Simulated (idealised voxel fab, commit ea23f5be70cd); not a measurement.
process module | voxel self aligned vias
cross-section cut | 250 nm wide | cells 5 nm
A cross-section is a grid of square cells, given in bands from the top down. A band is one or more rows of cells.
Each band's line starts with the height of the band's top and of its bottom, in nm. Then come its materials from left to right, each with its width in nm. One material with "throughout" fills the band from edge to edge. "air" is empty space.
Height 0 is the level under which the wafer as received is all one material. The lowest band goes on downwards, as in "0 down".
A width such as "30 to 40" changes by the same amount from each row of cells to the next, from the band's top row to its bottom row.
"no change" after a step means that no cell of the cross-section changed.
closed voids: empty space of 8 cells or more with no open way to the top, each as width x height at its distance from the left edge, in nm
after a step's settings: what the simulator itself notes on the step
overlay nm, on a step with a mask: how far to the right of its planned place the mask lay; to the left if negative
plan
1 op RECEIVE | material Si
2 op CONFORMAL_DEP | material SiO2 | thk nm 10
3 op CONFORMAL_DEP | material SiCN | thk nm 5
4 op DIRECTIONAL_DEP | material lowk | thk nm 25
5 op PATTERN | tone open | mask id LINES | material resist | width nm 30 | pitch nm 65 | thk nm 15 | overlay nm 0
6 op DIRECTIONAL_ETCH | etch materials lowk | depth nm 25
7 op STRIP | etch materials resist
8 op CONFORMAL_DEP | material TiN | thk nm 5
9 op FILL_DEP | material Ru | thk nm 10
10 op CMP | height nm 40
11 op SELECTIVE_ETCH | etch materials W Ru TiN | depth nm 10
12 op FILL_DEP | material SiN | thk nm 10
13 op CMP | height nm 40
14 op DIRECTIONAL_DEP | material lowk | thk nm 15
15 op PATTERN | tone open | mask id VIAS | material resist | width nm 50 | pitch nm 65 | thk nm 20 | overlay nm 0
16 op DIRECTIONAL_ETCH | etch materials lowk | depth nm 15
17 op DIRECTIONAL_ETCH | etch materials SiN | depth nm 10
18 op STRIP | etch materials resist
19 op CONFORMAL_DEP | material TiN | thk nm 5
20 op FILL_DEP | material W | thk nm 5
21 op CMP | height nm 55
22 op CONFORMAL_DEP | material SiN | thk nm 5
as received, after step 1
  0 down: Si throughout
  closed voids: none
first wafer at the end, as planned
  60 to 55: SiN throughout
  55 to 45: lowk 35 | TiN 5 | W 40 | TiN 5 | lowk 15 | TiN 5 | W 40 | TiN 5 | lowk 15 | TiN 5 | W 40 | TiN 5 | lowk 35
  45 to 35: lowk 35 to 45 | TiN 15 to 5 | W 20 | TiN 15 to 5 | lowk 15 to 35 | TiN 15 to 5 | W 20 | TiN 15 to 5 | lowk 15 to 35 | TiN 15 to 5 | W 20 | TiN 15 to 5 | lowk 35 to 45
  35 to 30: lowk 45 | TiN 30 | lowk 35 | TiN 30 | lowk 35 | TiN 30 | lowk 45
  30 to 20: lowk 45 | TiN 5 | Ru 20 | TiN 5 | lowk 35 | TiN 5 | Ru 20 | TiN 5 | lowk 35 | TiN 5 | Ru 20 | TiN 5 | lowk 45
  20 to 15: lowk 45 | TiN 30 | lowk 35 | TiN 30 | lowk 35 | TiN 30 | lowk 45
  15 to 10: SiCN throughout
  10 to 0: SiO2 throughout
  0 down: Si throughout
  closed voids: none
second wafer at the end: like start, like plan, one mistake
  60 to 55: SiN throughout
  55 to 45: lowk 35 | TiN 5 | W 40 | TiN 5 | lowk 15 | TiN 5 | W 40 | TiN 5 | lowk 15 | TiN 5 | W 40 | TiN 5 | lowk 35
  45 to 40: lowk 35 | TiN 50 | lowk 15 | TiN 50 | lowk 15 | TiN 50 | lowk 35
  40 to 30: SiN 35 | TiN 10 | lowk 30 | TiN 10 | SiN 15 | TiN 10 | lowk 30 | TiN 10 | SiN 15 | TiN 10 | lowk 30 | TiN 10 | SiN 35
  30 to 20: Ru 40 | TiN 5 | lowk 30 | TiN 5 | Ru 25 | TiN 5 | lowk 30 | TiN 5 | Ru 25 | TiN 5 | lowk 30 | TiN 5 | Ru 40
  20 to 15: TiN 45 | lowk 30 | TiN 35 | lowk 30 | TiN 35 | lowk 30 | TiN 45
  15 to 10: SiCN throughout
  10 to 0: SiO2 throughout
  0 down: Si throughout
  closed voids: none
what went wrong: step 5 ran as: op PATTERN | tone cover | mask id LINES | material resist | width nm 30 | pitch nm 65 | thk nm 15 | overlay nm 0
at the end the second wafer has, in cells: 28 more of Ru | 40 more of SiN | 26 more of TiN | 24 fewer of W | 70 fewer of lowk
